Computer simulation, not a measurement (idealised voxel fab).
The process module that follows is named voxel released beams.
Cross-section cut spans 270 nm and uses square cells 5 nm in size.
Just so we're on the same page, the cross-sections are grids of square cells, and they're listed out in bands top to bottom, each band one or more rows deep.
It is stipulated that each band's entry specify, in nanometres, the height of the top of the band and then that of its bottom, followed by the materials of the band in left-to-right sequence, each together with its width in nanometres. A single material marked by the word "throughout" is understood to fill the band from edge to edge; the word "blank" is understood to denote empty space.
For the purposes of this specification, 0 denotes the height below which the wafer in its as-received condition is composed wholly of one material, and the lowermost band, lacking a lower limit, extends downward without end, as expressed in "from 0 down".
The two numbers in a width such as "30 to 40" mark its ends across the band: the first belongs to the top row of cells, the second to the bottom row, and from each row to the next the width moves by the same amount.
Given "nothing altered" for a step, no cell of the cross-section differs between before and after that step.
Empty spaces counting at least 8 cells and having no open way to the top are listed in "Voids, fully enclosed". The notation width x height at distance is used for each, the distance being from the left edge and all three values in nm.
On a step's line, text after the settings is the simulator commenting on that step.
A step line may carry the setting "overlay nm", which, for steps involving a mask, states the distance by which the mask lay to the right of its intended position; negative values denote displacement to the left.
**Steps planned for the process**
| 1 | RECEIVE, material Si |
| 2 | CONFORMAL_DEP, material Al2O3, thk nm 5 |
| 3 | DIRECTIONAL_DEP, material SiO2, thk nm 15 |
| 4 | DIRECTIONAL_DEP, material aC, thk nm 10 |
| 5 | PATTERN, tone open, mask id ANCHOR, material resist, width nm 35, thk nm 30, overlay nm 0 |
| 6 | DIRECTIONAL_ETCH, etch materials aC, depth nm 10 |
| 7 | STRIP, etch materials resist |
| 8 | DIRECTIONAL_ETCH, etch materials SiO2, depth nm 15 |
| 9 | STRIP, etch materials aC |
| 10 | CONFORMAL_DEP, material SiN, thk nm 10 |
| 11 | DIRECTIONAL_DEP, material aC, thk nm 10 |
| 12 | PATTERN, tone cover, mask id BEAM, material resist, width nm 105, thk nm 25, overlay nm 0 |
| 13 | DIRECTIONAL_ETCH, etch materials aC, depth nm 10 |
| 14 | STRIP, etch materials resist |
| 15 | DIRECTIONAL_ETCH, etch materials SiN, depth nm 10 |
| 16 | STRIP, etch materials aC |
| 17 | STRIP, etch materials SiO2 |
**Cross-section of the wafer upon arrival, representing the state reached after step 1**
    from 0 down = Si throughout
    Voids, fully enclosed: none
**This is how the wafer looks in cross-section once the module is done, given the starting state and plan above and one mistake in carrying the plan out**
    from 30 to 20 = blank 80, SiN 15, blank 15, SiN 75, blank 85
    from 20 to 15 = blank 85, SiN 10, blank 15, SiN 10, blank 150
    from 15 to 5 = blank 85, SiN 35, blank 150
    from 5 to 0 = SiN throughout
    from 0 down = Si throughout
    Voids, fully enclosed: none
Deviation from plan: step 2 ran as: CONFORMAL_DEP, material SiN, thk nm 5
